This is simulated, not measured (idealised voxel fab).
process module | voxel local oxidation
cross-section cut | 210 nm wide | cells 5 nm
A cross-section is a grid of square cells, given in bands from the top down. A band is one or more rows of cells.
Each band's line starts with the height of the band's top and of its bottom, in nm. Then come its materials from left to right, each with its width in nm. One material with "throughout" fills the band from edge to edge. "air" is empty space.
Height 0 is the level under which the wafer as received is all one material. The lowest band goes on downwards, as in "0 down".
A width such as "30 to 40" changes by the same amount from each row of cells to the next, from the band's top row to its bottom row.
"no change" after a step means that no cell of the cross-section changed.
closed voids: empty space of 8 cells or more with no open way to the top, each as width x height at its distance from the left edge, in nm
after a step's settings: what the simulator itself notes on the step
overlay nm, on a step with a mask: how far to the right of its planned place the mask lay; to the left if negative
plan
1 op RECEIVE | material Si
2 op OXIDIZE | depth nm 5
3 op CONFORMAL_DEP | material SiN | thk nm 10
4 op MASKED_ETCH | tone cover | mask id ACTIVE | width nm 130 | etch materials SiN | depth nm 10 | overlay nm 0
5 op SELECTIVE_ETCH | etch materials SiO2 | depth nm 5
6 op OXIDIZE | depth nm 10
7 op STRIP | etch materials SiN
as received, after step 1
  0 down: Si throughout
  closed voids: none
first wafer at the end, as planned
  0 to -5: air 45 | SiO2 120 | air 45
  -5 to -15: SiO2 55 | Si 100 | SiO2 55
  -15 down: Si throughout
  closed voids: none
second wafer at the end: like start, like plan, one mistake
  0 to -5: air 45 | SiO2 120 | air 45
  -5 to -25: SiO2 65 | Si 80 | SiO2 65
  -25 down: Si throughout
  closed voids: none
what went wrong: step 6 ran as: op OXIDIZE | depth nm 20
at the end the second wafer has, in cells: 60 fewer of Si | 60 more of SiO2
